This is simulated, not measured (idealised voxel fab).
voxel fin reveal: a process module
Section cut is 165 nm wide and gridded with 5 nm square cells.
Think of the cross-section as a grid of square cells. We describe it in bands, top to bottom, and each band covers one or more rows of those cells.
Quick guide to a band line: top height, bottom height (nm) up front; then every material left to right with its width in nm. Only one material and it's marked "edge to edge"? Then it fills the band edge to edge. And "blank" just means empty space.
Height reference: 0 = level under which incoming wafer is all one material. Lowest band: no bottom, runs on downward, e.g. "0..down".
With a width like "30..40", each row of cells in the band differs from the next by the same amount, the top row carrying the first number and the bottom row the second.
The designation "nothing altered", where it is given for a processing step, indicates that no cell of the cross-section was altered in the course of that step.
Listed in "Closed void table": every empty space of 8 or more cells without an open way to the top. Form: width x height at distance, the distance being from the left edge, all in nm.
Read whatever lies past the settings on a step's line as the simulator's own remark about the step.
Regarding "overlay nm": on a step with a mask, it is the distance the mask lay to the right of its planned place; a negative value places it to the left.
-- Set out below are the planned steps of the process
1,RECEIVE [material Si]
2,CONFORMAL_DEP [material SiN] [thk nm 5]
3,PATTERN [tone cover] [mask id FINS] [material resist] [width nm 15] [pitch nm 35] [thk nm 20] [overlay nm 0]
4,DIRECTIONAL_ETCH [etch materials SiN] [depth nm 5]
5,DIRECTIONAL_ETCH [etch materials Si] [depth nm 30]
6,STRIP [etch materials resist]
7,OXIDIZE [depth nm 5]
8,FILL_DEP [material SiO2] [thk nm 5]
9,CMP [height nm 5]
10,SELECTIVE_ETCH [etch materials SiO2] [depth nm 20]
11,STRIP [etch materials SiN]
12,CONFORMAL_DEP [material HfO2] [thk nm 5]
-- First of two wafers, with the run carried out as planned
-- Received-state cross-section, reflecting completion of step 1
- 0..down = Si edge to edge
- Closed void table: none
-- after step 2
- 5..0 = SiN edge to edge
- All layers under 0 are left as they were.
-- after step 3
- 25..5 = blank 20  resist 15  blank 20  resist 15  blank 20  resist 15  blank 20  resist 15  blank 25
- All layers under 5 are left as they were.
-- after step 4
- 25..5 = blank 20  resist 15  blank 20  resist 15  blank 20  resist 15  blank 20  resist 15  blank 25
- 5..0 = blank 20  SiN 15  blank 20  SiN 15  blank 20  SiN 15  blank 20  SiN 15  blank 25
- All layers under 0 are left as they were.
-- after step 5
- 25..5 = blank 20  resist 15  blank 20  resist 15  blank 20  resist 15  blank 20  resist 15  blank 25
- 5..0 = blank 20  SiN 15  blank 20  SiN 15  blank 20  SiN 15  blank 20  SiN 15  blank 25
- 0..-30 = blank 20  Si 15  blank 20  Si 15  blank 20  Si 15  blank 20  Si 15  blank 25
- All layers under -30 are left as they were.
-- after step 6
- 5..0 = blank 20  SiN 15  blank 20  SiN 15  blank 20  SiN 15  blank 20  SiN 15  blank 25
- All layers under 0 are left as they were.
-- after step 7
- 5..0 = blank 20  SiN 15  blank 20  SiN 15  blank 20  SiN 15  blank 20  SiN 15  blank 25
- 0..-30 = blank 20  SiO2 5  Si 5  SiO2 5  blank 20  SiO2 5  Si 5  SiO2 5  blank 20  SiO2 5  Si 5  SiO2 5  blank 20  SiO2 5  Si 5  SiO2 5  blank 25
- -30..-35 = SiO2 25  Si 5  SiO2 30  Si 5  SiO2 30  Si 5  SiO2 30  Si 5  SiO2 30
- All layers under -35 are left as they were.
-- after step 8
- 10..5 = SiO2 edge to edge
- 5..0 = SiO2 20  SiN 15  SiO2 20  SiN 15  SiO2 20  SiN 15  SiO2 20  SiN 15  SiO2 25
- 0..-35 = SiO2 25  Si 5  SiO2 30  Si 5  SiO2 30  Si 5  SiO2 30  Si 5  SiO2 30
- All layers under -35 are left as they were.
-- after step 9
- 5..0 = SiO2 20  SiN 15  SiO2 20  SiN 15  SiO2 20  SiN 15  SiO2 20  SiN 15  SiO2 25
- All layers under 0 are left as they were.
-- after step 10
- 5..0 = blank 20  SiN 15  blank 20  SiN 15  blank 20  SiN 15  blank 20  SiN 15  blank 25
- 0..-15 = blank 25  Si 5  blank 30  Si 5  blank 30  Si 5  blank 30  Si 5  blank 30
- All layers under -15 are left as they were.
-- after step 11
- 0..-15 = blank 25  Si 5  blank 30  Si 5  blank 30  Si 5  blank 30  Si 5  blank 30
- All layers under -15 are left as they were.
-- after step 12
- 5..0 = blank 20  HfO2 15  blank 20  HfO2 15  blank 20  HfO2 15  blank 20  HfO2 15  blank 25
- 0..-10 = blank 20  HfO2 5  Si 5  HfO2 5  blank 20  HfO2 5  Si 5  HfO2 5  blank 20  HfO2 5  Si 5  HfO2 5  blank 20  HfO2 5  Si 5  HfO2 5  blank 25
- -10..-15 = HfO2 25  Si 5  HfO2 30  Si 5  HfO2 30  Si 5  HfO2 30  Si 5  HfO2 30
- All layers under -15 are left as they were.
-- The second wafer began exactly as the first did and followed the same plan, but one mistake was made while running it; through step 2 inclusive, the two wafers are identical
-- Planned end of step 3: second wafer, cross-section
- 25..5 = blank 20  resist 20  blank 15  resist 20  blank 15  resist 20  blank 15  resist 20  blank 20
- All layers under 5 are left as they were.
-- Planned end of step 4: second wafer, cross-section
- 25..5 = blank 20  resist 20  blank 15  resist 20  blank 15  resist 20  blank 15  resist 20  blank 20
- 5..0 = blank 20  SiN 20  blank 15  SiN 20  blank 15  SiN 20  blank 15  SiN 20  blank 20
- All layers under 0 are left as they were.
-- Planned end of step 5: second wafer, cross-section
- 25..5 = blank 20  resist 20  blank 15  resist 20  blank 15  resist 20  blank 15  resist 20  blank 20
- 5..0 = blank 20  SiN 20  blank 15  SiN 20  blank 15  SiN 20  blank 15  SiN 20  blank 20
- 0..-30 = blank 20  Si 20  blank 15  Si 20  blank 15  Si 20  blank 15  Si 20  blank 20
- All layers under -30 are left as they were.
-- Planned end of step 6: second wafer, cross-section
- 5..0 = blank 20  SiN 20  blank 15  SiN 20  blank 15  SiN 20  blank 15  SiN 20  blank 20
- All layers under 0 are left as they were.
-- Planned end of step 7: second wafer, cross-section
- 5..0 = blank 20  SiN 20  blank 15  SiN 20  blank 15  SiN 20  blank 15  SiN 20  blank 20
- 0..-30 = blank 20  SiO2 5  Si 10  SiO2 5  blank 15  SiO2 5  Si 10  SiO2 5  blank 15  SiO2 5  Si 10  SiO2 5  blank 15  SiO2 5  Si 10  SiO2 5  blank 20
- -30..-35 = SiO2 25  Si 10  SiO2 25  Si 10  SiO2 25  Si 10  SiO2 25  Si 10  SiO2 25
- All layers under -35 are left as they were.
-- Planned end of step 8: second wafer, cross-section
- 10..5 = SiO2 edge to edge
- 5..0 = SiO2 20  SiN 20  SiO2 15  SiN 20  SiO2 15  SiN 20  SiO2 15  SiN 20  SiO2 20
- 0..-35 = SiO2 25  Si 10  SiO2 25  Si 10  SiO2 25  Si 10  SiO2 25  Si 10  SiO2 25
- All layers under -35 are left as they were.
-- Planned end of step 9: second wafer, cross-section
- 5..0 = SiO2 20  SiN 20  SiO2 15  SiN 20  SiO2 15  SiN 20  SiO2 15  SiN 20  SiO2 20
- All layers under 0 are left as they were.
-- Planned end of step 10: second wafer, cross-section
- 5..0 = blank 20  SiN 20  blank 15  SiN 20  blank 15  SiN 20  blank 15  SiN 20  blank 20
- 0..-15 = blank 25  Si 10  blank 25  Si 10  blank 25  Si 10  blank 25  Si 10  blank 25
- All layers under -15 are left as they were.
-- Planned end of step 11: second wafer, cross-section
- 0..-15 = blank 25  Si 10  blank 25  Si 10  blank 25  Si 10  blank 25  Si 10  blank 25
- All layers under -15 are left as they were.
-- Planned end of step 12: second wafer, cross-section
- 5..0 = blank 20  HfO2 20  blank 15  HfO2 20  blank 15  HfO2 20  blank 15  HfO2 20  blank 20
- 0..-10 = blank 20  HfO2 5  Si 10  HfO2 5  blank 15  HfO2 5  Si 10  HfO2 5  blank 15  HfO2 5  Si 10  HfO2 5  blank 15  HfO2 5  Si 10  HfO2 5  blank 20
- -10..-15 = HfO2 25  Si 10  HfO2 25  Si 10  HfO2 25  Si 10  HfO2 25  Si 10  HfO2 25
- All layers under -15 are left as they were.
Deviation from plan: step 3: run off-plan, actual operation and settings PATTERN [tone cover] [mask id FINS] [material resist] [width nm 20] [pitch nm 35] [thk nm 20] [overlay nm 0]
The second wafer ends with more or fewer cells of some materials than the first, per final count: 28 more of Si, 16 fewer of SiO2
